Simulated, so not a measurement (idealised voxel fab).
Proc. module: voxel ribs on slabs
Cross-section cut spans 170 nm and uses square cells 5 nm in size.
This document writes a cross-section as a grid whose cells are square, and gives it as bands, listed from the top down; one or more rows of cells form a band. Band: top and bottom heights (nm) first, top before bottom; then materials from left to right, widths in nm. "everywhere" marks a sole material filling the band edge to edge. "empty" denotes empty space. Height reference: 0 = level under which incoming wafer is all one material. Lowest band: no bottom, runs on downward, e.g. "top 0, no bottom". You'd read "30->40" like this: the band's top row of cells is as wide as the first number, its bottom row is as wide as the second, and going down, every row changes width by the same amount as the row before did. Take "no change" at face value: in the step it is given for, the cross-section changed in none of its cells. For the entry "Closed empty spaces", the listed items are empty spaces with no open way to the top whose size is 8 cells or more; each item follows the pattern width x height at distance, where distance is from the left edge and all three are in nm. Whatever follows a step's settings on its line is a remark the simulator itself makes about that step. overlay nm: step with mask; distance mask lay right of planned place; negative value = left of planned place.
Planned process steps
1. RECEIVE, material Si
2. DIRECTIONAL_DEP, material SiO2, thk nm 30
3. DIRECTIONAL_DEP, material polySi, thk nm 15
4. PATTERN, tone cover, mask id RIB, material resist, width nm 25, thk nm 20, overlay nm 0
5. DIRECTIONAL_ETCH, etch materials polySi, depth nm 5
6. STRIP, etch materials resist
7. DIRECTIONAL_DEP, material aC, thk nm 15
8. PATTERN, tone cover, mask id SLAB, material resist, width nm 65, thk nm 35, overlay nm 0
9. DIRECTIONAL_ETCH, etch materials aC, depth nm 15
10. STRIP, etch materials resist
11. DIRECTIONAL_ETCH, etch materials polySi, depth nm 10
12. STRIP, etch materials aC
13. FILL_DEP, material SiO2, thk nm 25
14. CMP, height nm 60
15. DIRECTIONAL_DEP, material W, thk nm 5
16. DIRECTIONAL_DEP, material aC, thk nm 10
17. PATTERN, tone cover, mask id HEATER, material resist, width nm 35, thk nm 30, overlay nm 0
18. DIRECTIONAL_ETCH, etch materials aC, depth nm 10
19. STRIP, etch materials resist
20. DIRECTIONAL_ETCH, etch materials W, depth nm 5
21. STRIP, etch materials aC
22. CONFORMAL_DEP, material SiN, thk nm 5
Cross-section, incoming material, after step 1
- top 0, no bottom: Si everywhere
- Closed empty spaces: none
The plan above was carried out on the starting structure above with one mistake, and this cross-section shows the wafer at the end of the module
- top 70, bottom 65: empty 60 | SiN 45 | empty 65
- top 65, bottom 60: SiN 65 | W 35 | SiN 70
- top 60, bottom 40: SiO2 everywhere
- top 40, bottom 35: SiO2 50 | polySi 20 | SiO2 25 | polySi 20 | SiO2 55
- top 35, bottom 30: SiO2 50 | polySi 65 | SiO2 55
- top 30, bottom 0: SiO2 everywhere
- top 0, no bottom: Si everywhere
- Closed empty spaces: none
Against the plan, the run slipped here: steps 6 and 7 traded places in the executed sequence
